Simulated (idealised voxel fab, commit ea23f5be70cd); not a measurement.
process module | voxel self aligned vias
cross-section cut | 215 nm wide | cells 5 nm
A cross-section is a grid of square cells, given in bands from the top down. A band is one or more rows of cells.
Each band's line starts with the height of the band's top and of its bottom, in nm. Then come its materials from left to right, each with its width in nm. One material with "throughout" fills the band from edge to edge. "air" is empty space.
Height 0 is the level under which the wafer as received is all one material. The lowest band goes on downwards, as in "0 down".
A width such as "30 to 40" changes by the same amount from each row of cells to the next, from the band's top row to its bottom row.
"no change" after a step means that no cell of the cross-section changed.
closed voids: empty space of 8 cells or more with no open way to the top, each as width x height at its distance from the left edge, in nm
after a step's settings: what the simulator itself notes on the step
overlay nm, on a step with a mask: how far to the right of its planned place the mask lay; to the left if negative
plan
1 op RECEIVE | material Si
2 op CONFORMAL_DEP | material SiO2 | thk nm 10
3 op CONFORMAL_DEP | material SiCN | thk nm 5
4 op DIRECTIONAL_DEP | material lowk | thk nm 20
5 op MASKED_ETCH | tone open | mask id LINES | width nm 30 | pitch nm 60 | etch materials lowk | depth nm 20 | overlay nm 0
6 op CONFORMAL_DEP | material TiN | thk nm 5
7 op FILL_DEP | material W | thk nm 5
8 op CMP | height nm 35
9 op SELECTIVE_ETCH | etch materials W Ru TiN | depth nm 10
10 op FILL_DEP | material SiN | thk nm 10
11 op CMP | height nm 35
12 op DIRECTIONAL_DEP | material lowk | thk nm 20
13 op PATTERN | tone open | mask id VIAS | material resist | width nm 40 | pitch nm 60 | thk nm 15 | overlay nm 0
14 op DIRECTIONAL_ETCH | etch materials lowk | depth nm 20
15 op DIRECTIONAL_ETCH | etch materials SiN | depth nm 10
16 op STRIP | etch materials resist
17 op CONFORMAL_DEP | material TiN | thk nm 5
18 op FILL_DEP | material Cu | thk nm 10
19 op CMP | height nm 55
20 op CONFORMAL_DEP | material SiCN | thk nm 5
first wafer, as planned
as received, after step 1
  0 down: Si throughout
  closed voids: none
after step 2
  10 to 0: SiO2 throughout
  below 0: unchanged
after step 3
  15 to 10: SiCN throughout
  below 10: unchanged
after step 4
  35 to 15: lowk throughout
  below 15: unchanged
after step 5
  35 to 15: lowk 30 | air 30 | lowk 30 | air 30 | lowk 30 | air 30 | lowk 35
  below 15: unchanged
after step 6
  40 to 35: TiN 35 | air 20 | TiN 40 | air 20 | TiN 40 | air 20 | TiN 40
  35 to 20: lowk 30 | TiN 5 | air 20 | TiN 5 | lowk 30 | TiN 5 | air 20 | TiN 5 | lowk 30 | TiN 5 | air 20 | TiN 5 | lowk 35
  20 to 15: lowk 30 | TiN 30 | lowk 30 | TiN 30 | lowk 30 | TiN 30 | lowk 35
  below 15: unchanged
after step 7
  45 to 40: W throughout
  40 to 35: TiN 35 | W 20 | TiN 40 | W 20 | TiN 40 | W 20 | TiN 40
  35 to 20: lowk 30 | TiN 5 | W 20 | TiN 5 | lowk 30 | TiN 5 | W 20 | TiN 5 | lowk 30 | TiN 5 | W 20 | TiN 5 | lowk 35
  below 20: unchanged
after step 8
  35 to 20: lowk 30 | TiN 5 | W 20 | TiN 5 | lowk 30 | TiN 5 | W 20 | TiN 5 | lowk 30 | TiN 5 | W 20 | TiN 5 | lowk 35
  below 20: unchanged
after step 9
  35 to 25: lowk 30 | air 30 | lowk 30 | air 30 | lowk 30 | air 30 | lowk 35
  below 25: unchanged
after step 10
  45 to 35: SiN throughout
  35 to 25: lowk 30 | SiN 30 | lowk 30 | SiN 30 | lowk 30 | SiN 30 | lowk 35
  below 25: unchanged
after step 11
  35 to 25: lowk 30 | SiN 30 | lowk 30 | SiN 30 | lowk 30 | SiN 30 | lowk 35
  below 25: unchanged
after step 12
  55 to 35: lowk throughout
  below 35: unchanged
after step 13
  70 to 55: resist 25 | air 40 | resist 20 | air 40 | resist 20 | air 40 | resist 30
  below 55: unchanged
after step 14
  70 to 55: resist 25 | air 40 | resist 20 | air 40 | resist 20 | air 40 | resist 30
  55 to 35: lowk 25 | air 40 | lowk 20 | air 40 | lowk 20 | air 40 | lowk 30
  below 35: unchanged
after step 15
  70 to 55: resist 25 | air 40 | resist 20 | air 40 | resist 20 | air 40 | resist 30
  55 to 35: lowk 25 | air 40 | lowk 20 | air 40 | lowk 20 | air 40 | lowk 30
  35 to 25: lowk 30 | air 30 | lowk 30 | air 30 | lowk 30 | air 30 | lowk 35
  below 25: unchanged
after step 16
  55 to 35: lowk 25 | air 40 | lowk 20 | air 40 | lowk 20 | air 40 | lowk 30
  below 35: unchanged
after step 17
  60 to 55: TiN 30 | air 30 | TiN 30 | air 30 | TiN 30 | air 30 | TiN 35
  55 to 40: lowk 25 | TiN 5 | air 30 | TiN 5 | lowk 20 | TiN 5 | air 30 | TiN 5 | lowk 20 | TiN 5 | air 30 | TiN 5 | lowk 30
  40 to 30: lowk 25 to 30 | TiN 10 to 5 | air 20 | TiN 10 to 5 | lowk 20 to 30 | TiN 10 to 5 | air 20 | TiN 10 to 5 | lowk 20 to 30 | TiN 10 to 5 | air 20 | TiN 10 to 5 | lowk 30 to 35
  30 to 25: lowk 30 | TiN 30 | lowk 30 | TiN 30 | lowk 30 | TiN 30 | lowk 35
  below 25: unchanged
after step 18
  70 to 60: Cu throughout
  60 to 55: TiN 30 | Cu 30 | TiN 30 | Cu 30 | TiN 30 | Cu 30 | TiN 35
  55 to 40: lowk 25 | TiN 5 | Cu 30 | TiN 5 | lowk 20 | TiN 5 | Cu 30 | TiN 5 | lowk 20 | TiN 5 | Cu 30 | TiN 5 | lowk 30
  40 to 30: lowk 25 to 30 | TiN 10 to 5 | Cu 20 | TiN 10 to 5 | lowk 20 to 30 | TiN 10 to 5 | Cu 20 | TiN 10 to 5 | lowk 20 to 30 | TiN 10 to 5 | Cu 20 | TiN 10 to 5 | lowk 30 to 35
  below 30: unchanged
after step 19
  55 to 40: lowk 25 | TiN 5 | Cu 30 | TiN 5 | lowk 20 | TiN 5 | Cu 30 | TiN 5 | lowk 20 | TiN 5 | Cu 30 | TiN 5 | lowk 30
  below 40: unchanged
after step 20
  60 to 55: SiCN throughout
  below 55: unchanged
second wafer: like start, like plan, one mistake. Through step 2 it matches the first wafer
when step 3 should have ended
  30 to 10: lowk throughout
  below 10: unchanged
when step 4 should have ended
  35 to 30: SiCN throughout
  below 30: unchanged
when step 5 should have ended: no change
when step 6 should have ended
  40 to 35: TiN throughout
  below 35: unchanged
when step 7 should have ended
  45 to 40: W throughout
  below 40: unchanged
when step 8 should have ended
  35 to 30: SiCN throughout
  below 30: unchanged
when step 9 should have ended: no change
when step 10 should have ended
  45 to 35: SiN throughout
  below 35: unchanged
when step 11 should have ended
  35 to 30: SiCN throughout
  below 30: unchanged
when step 12 should have ended
  55 to 35: lowk throughout
  below 35: unchanged
when step 13 should have ended
  70 to 55: resist 25 | air 40 | resist 20 | air 40 | resist 20 | air 40 | resist 30
  below 55: unchanged
when step 14 should have ended
  70 to 55: resist 25 | air 40 | resist 20 | air 40 | resist 20 | air 40 | resist 30
  55 to 35: lowk 25 | air 40 | lowk 20 | air 40 | lowk 20 | air 40 | lowk 30
  below 35: unchanged
when step 15 should have ended: no change
when step 16 should have ended
  55 to 35: lowk 25 | air 40 | lowk 20 | air 40 | lowk 20 | air 40 | lowk 30
  below 35: unchanged
when step 17 should have ended
  60 to 55: TiN 30 | air 30 | TiN 30 | air 30 | TiN 30 | air 30 | TiN 35
  55 to 40: lowk 25 | TiN 5 | air 30 | TiN 5 | lowk 20 | TiN 5 | air 30 | TiN 5 | lowk 20 | TiN 5 | air 30 | TiN 5 | lowk 30
  40 to 35: lowk 25 | TiN 40 | lowk 20 | TiN 40 | lowk 20 | TiN 40 | lowk 30
  below 35: unchanged
when step 18 should have ended
  70 to 60: Cu throughout
  60 to 55: TiN 30 | Cu 30 | TiN 30 | Cu 30 | TiN 30 | Cu 30 | TiN 35
  55 to 40: lowk 25 | TiN 5 | Cu 30 | TiN 5 | lowk 20 | TiN 5 | Cu 30 | TiN 5 | lowk 20 | TiN 5 | Cu 30 | TiN 5 | lowk 30
  below 40: unchanged
when step 19 should have ended
  55 to 40: lowk 25 | TiN 5 | Cu 30 | TiN 5 | lowk 20 | TiN 5 | Cu 30 | TiN 5 | lowk 20 | TiN 5 | Cu 30 | TiN 5 | lowk 30
  below 40: unchanged
when step 20 should have ended
  60 to 55: SiCN throughout
  below 55: unchanged
what went wrong: steps 3 and 4 were swapped
at the end the second wafer has, in cells: 24 fewer of Cu | 36 fewer of TiN | 12 fewer of W | 72 more of lowk
